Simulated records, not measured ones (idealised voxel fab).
Process module, titled voxel self aligned vias
We display cut, a cross-section 250 nm in width whose square cells are each 5 nm.
Cross-section spec: square-cell grid; bands listed top down; each band is one or more rows.
Band entry format. Leading values: height of top, height of bottom, nm. Remainder: materials in left-to-right order, each with its width in nm. Special words: "everywhere" on a single material, which then fills the band edge to edge; "blank", empty space.
Height datum 0, below which the as-received substrate wafer is one material. Lowest band open at the bottom, running downward: "top 0, no bottom".
It should be noted that a width expressed as "30 to 40" varies in equal increments from row to row of cells within the band, taking the value of the first number at the top row and that of the second number at the bottom row.
The designation "no alterations made", where it is given for a processing step, indicates that no cell of the cross-section was altered in the course of that step.
Each empty space that has no open way to the top and spans at least 8 cells appears under "Enclosed cavities" as width x height at distance, the distance counted from the left edge, all in nm.
What comes after the settings on a step's line is commentary from the simulator itself on that step.
overlay nm: step with mask; distance mask lay right of planned place; negative value = left of planned place.

Planned step list for the process
1. RECEIVE: material Si
2. CONFORMAL_DEP: material SiO2, thk nm 10
3. CONFORMAL_DEP: material SiCN, thk nm 5
4. DIRECTIONAL_DEP: material lowk, thk nm 30
5. DIRECTIONAL_DEP: material aC, thk nm 10
6. PATTERN: tone open, mask id LINES, material resist, width nm 20, pitch nm 70, thk nm 25, overlay nm 0
7. DIRECTIONAL_ETCH: etch materials aC, depth nm 10
8. STRIP: etch materials resist
9. DIRECTIONAL_ETCH: etch materials lowk, depth nm 30
10. STRIP: etch materials aC
11. CONFORMAL_DEP: material TiN, thk nm 5
12. FILL_DEP: material Ru, thk nm 10
13. CMP: height nm 45
14. SELECTIVE_ETCH: etch materials W Ru TiN, depth nm 10
15. FILL_DEP: material SiN, thk nm 10
16. CMP: height nm 45
17. DIRECTIONAL_DEP: material lowk, thk nm 15
18. DIRECTIONAL_DEP: material aC, thk nm 10
19. PATTERN: tone open, mask id VIAS, material resist, width nm 40, pitch nm 70, thk nm 25, overlay nm 0
20. DIRECTIONAL_ETCH: etch materials aC, depth nm 10
21. STRIP: etch materials resist
22. DIRECTIONAL_ETCH: etch materials lowk, depth nm 15
23. DIRECTIONAL_ETCH: etch materials SiN, depth nm 10
24. STRIP: etch materials aC
25. CONFORMAL_DEP: material TiN, thk nm 5
26. FILL_DEP: material Ru, thk nm 5
27. CMP: height nm 60
28. CONFORMAL_DEP: material SiCN, thk nm 5
Variable across wafers: step 25 thk nm (plan value is that of the first wafer; starting state common to all).

Cross-section of the first of several wafers on receipt, reflecting completion of step 1
	top 0, no bottom = Si everywhere
	Enclosed cavities: none

Post step 28, the closing step of the module: first of several wafers, cross-sectioned
	top 65, bottom 60 = SiCN everywhere
	top 60, bottom 50 = lowk 70 nm, TiN 5 nm, Ru 30 nm, TiN 5 nm, lowk 30 nm, TiN 5 nm, Ru 30 nm, TiN 5 nm, lowk 70 nm
	top 50, bottom 40 = lowk 70 to 80 nm, TiN 15 to 5 nm, Ru 10 nm, TiN 15 to 5 nm, lowk 30 to 50 nm, TiN 15 to 5 nm, Ru 10 nm, TiN 15 to 5 nm, lowk 70 to 80 nm
	top 40, bottom 35 = lowk 80 nm, TiN 20 nm, lowk 50 nm, TiN 20 nm, lowk 80 nm
	top 35, bottom 20 = lowk 80 nm, TiN 5 nm, Ru 10 nm, TiN 5 nm, lowk 50 nm, TiN 5 nm, Ru 10 nm, TiN 5 nm, lowk 80 nm
	top 20, bottom 15 = lowk 80 nm, TiN 20 nm, lowk 50 nm, TiN 20 nm, lowk 80 nm
	top 15, bottom 10 = SiCN everywhere
	top 10, bottom 0 = SiO2 everywhere
	top 0, no bottom = Si everywhere
	Enclosed cavities: none

Sectional view of the last wafer upon completion of the module
	top 65, bottom 60 = SiCN everywhere
	top 60, bottom 45 = lowk 70 nm, TiN 40 nm, lowk 30 nm, TiN 40 nm, lowk 70 nm
	top 45, bottom 35 = lowk 80 nm, TiN 20 nm, lowk 50 nm, TiN 20 nm, lowk 80 nm
	top 35, bottom 20 = lowk 80 nm, TiN 5 nm, Ru 10 nm, TiN 5 nm, lowk 50 nm, TiN 5 nm, Ru 10 nm, TiN 5 nm, lowk 80 nm
	top 20, bottom 15 = lowk 80 nm, TiN 20 nm, lowk 50 nm, TiN 20 nm, lowk 80 nm
	top 15, bottom 10 = SiCN everywhere
	top 10, bottom 0 = SiO2 everywhere
	top 0, no bottom = Si everywhere
	Enclosed cavities: none

Below is a per-wafer table. In it, each row describes the wafer at the end of the module by giving, for each material, the number of cells gained (+) or lost (-) since the wafer was received, and after that the closed voids of the wafer
thk nm 5; +44 Ru; +100 SiCN; +100 SiO2; +52 TiN; +354 lowk; Enclosed cavities: none
thk nm 10; +20 Ru; +100 SiCN; +100 SiO2; +76 TiN; +354 lowk; Enclosed cavities: none
thk nm 15; +12 Ru; +100 SiCN; +100 SiO2; +84 TiN; +354 lowk; Enclosed cavities: none
thk nm 20; +12 Ru; +100 SiCN; +100 SiO2; +84 TiN; +354 lowk; Enclosed cavities: none
